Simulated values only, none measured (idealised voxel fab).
process module | voxel wiring stack
cross-section cut | 230 nm wide | cells 5 nm
A cross-section is a grid of square cells, given in bands from the top down. A band is one or more rows of cells.
Each band's line starts with the height of the band's top and of its bottom, in nm. Then come its materials from left to right, each with its width in nm. One material with "throughout" fills the band from edge to edge. "air" is empty space.
Height 0 is the level under which the wafer as received is all one material. The lowest band goes on downwards, as in "0 down".
A width such as "30 to 40" changes by the same amount from each row of cells to the next, from the band's top row to its bottom row.
"no change" after a step means that no cell of the cross-section changed.
closed voids: empty space of 8 cells or more with no open way to the top, each as width x height at its distance from the left edge, in nm
after a step's settings: what the simulator itself notes on the step
overlay nm, on a step with a mask: how far to the right of its planned place the mask lay; to the left if negative
plan
1 op RECEIVE | material Si
2 op CONFORMAL_DEP | material SiO2 | thk nm 10
3 op CONFORMAL_DEP | material SiCN | thk nm 5
4 op DIRECTIONAL_DEP | material SiO2 | thk nm 15
5 op MASKED_ETCH | tone open | mask id METAL_1 | width nm 20 | pitch nm 35 | etch materials SiO2 | depth nm 15 | overlay nm 0
6 op MASKED_ETCH | tone open | mask id METAL_1 | width nm 20 | pitch nm 35 | etch materials SiCN | depth nm 5 | overlay nm 0
7 op CONFORMAL_DEP | material TiN | thk nm 5
8 op FILL_DEP | material W | thk nm 5
9 op CMP | height nm 30
10 op EPI | material Ru | thk nm 5
11 op FILL_DEP | material SiCN | thk nm 5
12 op DIRECTIONAL_DEP | material lowk | thk nm 20
13 op MASKED_ETCH | tone open | mask id PLUG_1 | width nm 15 | pitch nm 35 | etch materials lowk | depth nm 20 | overlay nm -15
14 op MASKED_ETCH | tone open | mask id PLUG_1 | width nm 15 | pitch nm 35 | etch materials SiCN | depth nm 5 | overlay nm 0
15 op CONFORMAL_DEP | material TiN | thk nm 5
16 op FILL_DEP | material Cu | thk nm 10
17 op CMP | height nm 60
18 op DIRECTIONAL_DEP | material TiN | thk nm 5
19 op DIRECTIONAL_DEP | material W | thk nm 20
20 op PATTERN | tone cover | mask id METAL_2 | material resist | width nm 20 | pitch nm 35 | thk nm 15 | overlay nm 0
21 op DIRECTIONAL_ETCH | etch materials W | depth nm 20
22 op DIRECTIONAL_ETCH | etch materials TiN | depth nm 5
23 op STRIP | etch materials resist
24 op FILL_DEP | material lowk | thk nm 10
25 op CMP | height nm 85
26 op CONFORMAL_DEP | material SiCN | thk nm 5
27 op DIRECTIONAL_DEP | material SiO2 | thk nm 30
28 op DIRECTIONAL_DEP | material aC | thk nm 10
29 op PATTERN | tone open | mask id METAL_3_HOLES | material resist | width nm 15 | pitch nm 70 | thk nm 25 | overlay nm 0
30 op DIRECTIONAL_ETCH | etch materials aC | depth nm 10
31 op STRIP | etch materials resist
32 op DIRECTIONAL_ETCH | etch materials SiO2 | depth nm 30
33 op STRIP | etch materials aC
34 op PATTERN | tone open | mask id METAL_3 | material resist | width nm 20 | pitch nm 35 | thk nm 20 | overlay nm 0
35 op DIRECTIONAL_ETCH | etch materials SiO2 | depth nm 15
36 op DIRECTIONAL_ETCH | etch materials SiCN | depth nm 5
37 op STRIP | etch materials resist
38 op CONFORMAL_DEP | material TiN | thk nm 5
39 op FILL_DEP | material Cu | thk nm 5
40 op CMP | height nm 120
41 op CONFORMAL_DEP | material SiCN | thk nm 5
varied across the wafers: overlay nm of step 13. The plan shows the first wafer's value. All wafers start alike
first wafer as received, after step 1
  0 down: Si throughout
  closed voids: none
each wafer at the end: cells of each material gained (+) or lost (-) since it was received, then its closed voids
overlay nm -15 | +36 Cu | +24 Ru | +184 SiCN | +392 SiO2 | +140 TiN | +88 W | +286 lowk | closed voids: none
overlay nm -10 | +36 Cu | +24 Ru | +180 SiCN | +392 SiO2 | +144 TiN | +88 W | +286 lowk | closed voids: none
overlay nm -5 | +36 Cu | +24 Ru | +176 SiCN | +392 SiO2 | +148 TiN | +88 W | +286 lowk | closed voids: none
overlay nm 0 | +40 Cu | +24 Ru | +172 SiCN | +392 SiO2 | +148 TiN | +88 W | +286 lowk | closed voids: none
overlay nm 5 | +36 Cu | +24 Ru | +176 SiCN | +392 SiO2 | +148 TiN | +88 W | +286 lowk | closed voids: none
overlay nm 10 | +36 Cu | +24 Ru | +180 SiCN | +392 SiO2 | +144 TiN | +88 W | +286 lowk | closed voids: none
overlay nm 15 | +36 Cu | +24 Ru | +184 SiCN | +392 SiO2 | +140 TiN | +88 W | +286 lowk | closed voids: none
